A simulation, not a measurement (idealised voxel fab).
The following is a process module called voxel capacitor over wiring.
The cross-section shown here is cut; it is 160 nm wide and divided into square cells measuring 5 nm on a side.
In what follows, cross-sections appear as grids of square cells, described through bands that run from the top down, where every band is one or more rows of cells.
Each band's line starts with the height of the band's top and of its bottom, in nm. Then come its materials from left to right, each with its width in nm. One material with "everywhere" fills the band from edge to edge. "air" is empty space.
Height reference: 0 = level under which incoming wafer is all one material. Lowest band: no bottom, runs on downward, e.g. "0 -> down".
The notation "30 to 40" denotes a width that varies across the rows of cells in the band, beginning at the first number in the top row, finishing at the second number in the bottom row, and changing by an identical amount from each row to the next.
"nothing changed" after a step means that no cell of the cross-section changed.
Each empty space that has no open way to the top and spans at least 8 cells appears under "Completely sealed voids" as width x height at distance, the distance counted from the left edge, all in nm.
The remark found on a step's line after its settings is issued by the simulator itself and pertains to that step.
overlay nm: step with mask; distance mask lay right of planned place; negative value = left of planned place.

BELOW IS THE LIST OF PLANNED PROCESS STEPS
1: RECEIVE [material Si]
2: CONFORMAL_DEP [material SiO2] [thk nm 15]
3: DIRECTIONAL_DEP [material TiN] [thk nm 5]
4: DIRECTIONAL_DEP [material W] [thk nm 20]
5: DIRECTIONAL_DEP [material aC] [thk nm 15]
6: PATTERN [tone cover] [mask id METAL_1] [material resist] [width nm 30] [pitch nm 95] [thk nm 30] [overlay nm 0]
7: DIRECTIONAL_ETCH [etch materials aC] [depth nm 15]
8: STRIP [etch materials resist]
9: DIRECTIONAL_ETCH [etch materials W] [depth nm 20]
10: DIRECTIONAL_ETCH [etch materials TiN] [depth nm 5]
11: STRIP [etch materials aC]
12: FILL_DEP [material lowk] [thk nm 10]
13: CMP [height nm 40]
14: CONFORMAL_DEP [material SiCN] [thk nm 5]
15: DIRECTIONAL_DEP [material SiO2] [thk nm 20]
16: PATTERN [tone open] [mask id PLUG_1] [material resist] [width nm 15] [thk nm 15] [overlay nm 0]
17: DIRECTIONAL_ETCH [etch materials SiO2] [depth nm 20]
18: DIRECTIONAL_ETCH [etch materials SiCN] [depth nm 5]
19: STRIP [etch materials resist]
20: CONFORMAL_DEP [material TiN] [thk nm 5]
21: FILL_DEP [material Cu] [thk nm 10]
22: CMP [height nm 65]
23: DIRECTIONAL_DEP [material TiN] [thk nm 10]
24: DIRECTIONAL_DEP [material SiN] [thk nm 5]
25: DIRECTIONAL_DEP [material TiN] [thk nm 5]
26: PATTERN [tone cover] [mask id UPPER_PLATE] [material resist] [width nm 70] [thk nm 15] [overlay nm 0]
27: DIRECTIONAL_ETCH [etch materials TiN] [depth nm 5]
28: DIRECTIONAL_ETCH [etch materials SiN] [depth nm 5]
29: STRIP [etch materials resist]
30: PATTERN [tone cover] [mask id LOWER_PLATE] [material resist] [width nm 80] [thk nm 15] [overlay nm 0]
31: DIRECTIONAL_ETCH [etch materials TiN] [depth nm 10]
32: STRIP [etch materials resist]
33: FILL_DEP [material SiO2] [thk nm 20]
34: CMP [height nm 100]
35: MASKED_ETCH [tone open] [mask id PLUG_2] [width nm 15] [etch materials SiO2] [depth nm 15] [overlay nm 0]
36: CONFORMAL_DEP [material TiN] [thk nm 5]
37: FILL_DEP [material Ru] [thk nm 10]
38: CMP [height nm 100]
39: CONFORMAL_DEP [material SiCN] [thk nm 5]

CROSS-SECTION OF THE INCOMING WAFER, STATE AFTER STEP 1
    0 -> down  Si everywhere
    Completely sealed voids: none

FIRST OF TWO WAFERS AT THE END OF THE MODULE, SHOWN IN CROSS-SECTION; RUN CARRIED OUT AS PLANNED
    105 -> 100  SiCN everywhere
    100 -> 90  SiO2 40 nm, TiN 5 nm, Ru 5 nm, TiN 5 nm, SiO2 105 nm
    90 -> 80  SiO2 40 to 30 nm, TiN 15 to 70 nm, SiO2 105 to 60 nm
    80 -> 75  SiO2 30 nm, SiN 70 nm, SiO2 60 nm
    75 -> 65  SiO2 25 nm, TiN 80 nm, SiO2 55 nm
    65 -> 45  SiO2 30 nm, TiN 5 nm, Cu 5 nm, TiN 5 nm, SiO2 115 nm
    45 -> 40  SiCN 30 nm, TiN 15 nm, SiCN 115 nm
    40 -> 20  lowk 15 nm, W 30 nm, lowk 65 nm, W 30 nm, lowk 20 nm
    20 -> 15  lowk 15 nm, TiN 30 nm, lowk 65 nm, TiN 30 nm, lowk 20 nm
    15 -> 0  SiO2 everywhere
    0 -> down  Si everywhere
    Completely sealed voids: none

SAME START, SAME PLAN AS THE FIRST WAFER - BUT ONE MISTAKE IN THE RUN. CROSS-SECTION OF THE SECOND OF THE TWO AT THE END OF THE MODULE
    105 -> 100  SiCN everywhere
    100 -> 90  SiO2 40 nm, TiN 5 nm, Ru 5 nm, TiN 5 nm, SiO2 105 nm
    90 -> 80  SiO2 40 to 30 nm, TiN 15 to 70 nm, SiO2 105 to 60 nm
    80 -> 75  SiO2 30 nm, SiN 70 nm, SiO2 60 nm
    75 -> 65  SiO2 25 nm, TiN 80 nm, SiO2 55 nm
    65 -> 45  SiO2 30 nm, TiN 5 nm, Cu 5 nm, TiN 5 nm, SiO2 115 nm
    45 -> 40  SiCN 30 nm, TiN 15 nm, SiCN 115 nm
    40 -> 35  lowk everywhere
    35 -> 15  lowk 15 nm, W 30 nm, lowk 65 nm, W 30 nm, lowk 20 nm
    15 -> 0  SiO2 everywhere
    0 -> down  Si everywhere
    Completely sealed voids: none
Which mistake was made when the wafer was run? yeah, step 3 of the plan got skipped, never ran
Bottom line after processing is that, in cells, the second wafer is up or down on some materials versus the first: 12 fewer of TiN, 12 more of lowk
